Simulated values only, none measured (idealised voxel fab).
process module | voxel tone inversion
cross-section cut | 150 nm wide | cells 5 nm
A cross-section is a grid of square cells, given in bands from the top down. A band is one or more rows of cells.
Each band's line starts with the height of the band's top and of its bottom, in nm. Then come its materials from left to right, each with its width in nm. One material with "throughout" fills the band from edge to edge. "air" is empty space.
Height 0 is the level under which the wafer as received is all one material. The lowest band goes on downwards, as in "0 down".
A width such as "30 to 40" changes by the same amount from each row of cells to the next, from the band's top row to its bottom row.
"no change" after a step means that no cell of the cross-section changed.
closed voids: empty space of 8 cells or more with no open way to the top, each as width x height at its distance from the left edge, in nm
after a step's settings: what the simulator itself notes on the step
overlay nm, on a step with a mask: how far to the right of its planned place the mask lay; to the left if negative
plan
1 op RECEIVE | material Si
2 op CONFORMAL_DEP | material SiN | thk nm 5
3 op DIRECTIONAL_DEP | material aC | thk nm 15
4 op PATTERN | tone cover | mask id POSTS | material resist | width nm 25 | pitch nm 40 | thk nm 25 | overlay nm 0
5 op DIRECTIONAL_ETCH | etch materials aC | depth nm 15
6 op STRIP | etch materials resist
7 op FILL_DEP | material SiO2 | thk nm 10
8 op CMP | height nm 20
9 op STRIP | etch materials aC
as received, after step 1
  0 down: Si throughout
  closed voids: none
a wafer at the end: this start, this plan, one mistake
  20 to 5: SiO2 45 | air 15 | SiO2 25 | air 15 | SiO2 50
  5 to 0: SiN throughout
  0 down: Si throughout
  closed voids: none
what went wrong: step 4 ran as: op PATTERN | tone cover | mask id POSTS | material resist | width nm 15 | pitch nm 40 | thk nm 25 | overlay nm 0
